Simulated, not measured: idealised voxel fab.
The name of this process module is voxel transistor to metal.
Cross-section cut: width 140 nm, square cells of 5 nm.
Cross-section format: a grid of square cells, given as bands from top to bottom; each band is one or more rows of cells.
This entry defines a band. It first specifies the height of the band's top and the height of its bottom in nm, and then specifies the band's materials from left to right, stating each material with its width in nm. The word "full width" identifies a single material that fills the band from edge to edge, while the word "blank" identifies empty space.
Note: height 0 marks the level under which the wafer is uniformly one material as received. Lowest band unbounded below, written "0 and below".
You'd read "30..40" like this: the band's top row of cells is as wide as the first number, its bottom row is as wide as the second, and going down, every row changes width by the same amount as the row before did.
Take "nothing was modified" at face value: in the step it is given for, the cross-section changed in none of its cells.
You'll see "Enclosed cavity list" listing empty spaces that have no way open to the top, as long as they're 8 cells or more; the notation is width x height at distance, where the distance is from the left edge, and all of it is in nm.
Note: text after step settings on the step line = simulator remark on that step.
"overlay nm" on a masked step: distance the mask lay right of its planned place, negative for left.

Set out below are the planned steps of the process:
1. RECEIVE: material Si
2. CONFORMAL_DEP: material SiO2, thk nm 5
3. CONFORMAL_DEP: material SiN, thk nm 10
4. MASKED_ETCH: tone cover, mask id ACTIVE, width nm 95, etch materials SiN, depth nm 10, overlay nm 0
5. MASKED_ETCH: tone cover, mask id ACTIVE, width nm 95, etch materials SiO2, depth nm 5, overlay nm 0
6. MASKED_ETCH: tone cover, mask id ACTIVE, width nm 95, etch materials Si, depth nm 25, overlay nm 0
7. FILL_DEP: material SiO2, thk nm 10
8. CMP: height nm 15
9. SELECTIVE_ETCH: etch materials SiO2, depth nm 5
10. STRIP: etch materials SiN
11. SELECTIVE_ETCH: etch materials SiO2, depth nm 5
12. OXIDIZE: depth nm 5
13. DIRECTIONAL_DEP: material polySi, thk nm 25
14. DIRECTIONAL_DEP: material SiCN, thk nm 15
15. DIRECTIONAL_DEP: material aC, thk nm 10
16. PATTERN: tone cover, mask id GATE, material resist, width nm 15, thk nm 25, overlay nm 0
17. DIRECTIONAL_ETCH: etch materials aC, depth nm 10
18. STRIP: etch materials resist
19. DIRECTIONAL_ETCH: etch materials SiCN, depth nm 25
20. DIRECTIONAL_ETCH: etch materials polySi, depth nm 35
21. STRIP: etch materials aC
22. CONFORMAL_DEP: material SiO2, thk nm 5
23. DIRECTIONAL_ETCH: etch materials SiO2, depth nm 5
24. CONFORMAL_DEP: material SiN, thk nm 5
25. DIRECTIONAL_ETCH: etch materials SiN, depth nm 5
26. DIRECTIONAL_ETCH: etch materials SiO2, depth nm 5
27. DIRECTIONAL_ETCH: etch materials Si, depth nm 15
28. EPI: material nSi, thk nm 20
29. FILL_DEP: material SiO2, thk nm 5
30. CMP: height nm 40
31. DIRECTIONAL_DEP: material SiO2, thk nm 10
32. MASKED_ETCH: tone open, mask id CONTACT, width nm 30, pitch nm 55, etch materials SiO2, depth nm 35, overlay nm 0
33. CONFORMAL_DEP: material TiN, thk nm 5
34. FILL_DEP: material W, thk nm 10
35. CMP: height nm 50
36. DIRECTIONAL_DEP: material TiN, thk nm 5
37. DIRECTIONAL_DEP: material Ru, thk nm 20
38. DIRECTIONAL_DEP: material aC, thk nm 15
39. PATTERN: tone cover, mask id METAL_1, material resist, width nm 20, pitch nm 65, thk nm 30, overlay nm 0
40. DIRECTIONAL_ETCH: etch materials aC, depth nm 15
41. STRIP: etch materials resist
42. DIRECTIONAL_ETCH: etch materials Ru, depth nm 20
43. DIRECTIONAL_ETCH: etch materials TiN, depth nm 5
44. STRIP: etch materials aC
45. CONFORMAL_DEP: material SiCN, thk nm 5
46. FILL_DEP: material SiO2, thk nm 10
47. CMP: height nm 75
48. CONFORMAL_DEP: material SiN, thk nm 5
Same starting wafers, different depth nm at step 6. Plan value belongs to the first wafer.

Step 1 complete: as-received cross-section of the first of several wafers:
* 0 and below  Si full width
* Enclosed cavity list: none

Take any row and you have a wafer at the end of the module: how many cells of each material it has gained (+) or lost (-) since it was received, and then its closed voids:
depth nm 25; +32 Ru; -94 Si; +45 SiCN; +46 SiN; +242 SiO2; +44 TiN; +38 W; +80 nSi; +15 polySi; Enclosed cavity list: none
depth nm 30; +32 Ru; -103 Si; +45 SiCN; +46 SiN; +251 SiO2; +44 TiN; +38 W; +80 nSi; +15 polySi; Enclosed cavity list: none
depth nm 35; +32 Ru; -112 Si; +45 SiCN; +46 SiN; +260 SiO2; +44 TiN; +38 W; +80 nSi; +15 polySi; Enclosed cavity list: none
depth nm 40; +32 Ru; -121 Si; +45 SiCN; +46 SiN; +269 SiO2; +44 TiN; +38 W; +80 nSi; +15 polySi; Enclosed cavity list: none
depth nm 45; +32 Ru; -130 Si; +45 SiCN; +46 SiN; +278 SiO2; +44 TiN; +38 W; +80 nSi; +15 polySi; Enclosed cavity list: none
depth nm 50; +32 Ru; -139 Si; +45 SiCN; +46 SiN; +287 SiO2; +44 TiN; +38 W; +80 nSi; +15 polySi; Enclosed cavity list: none
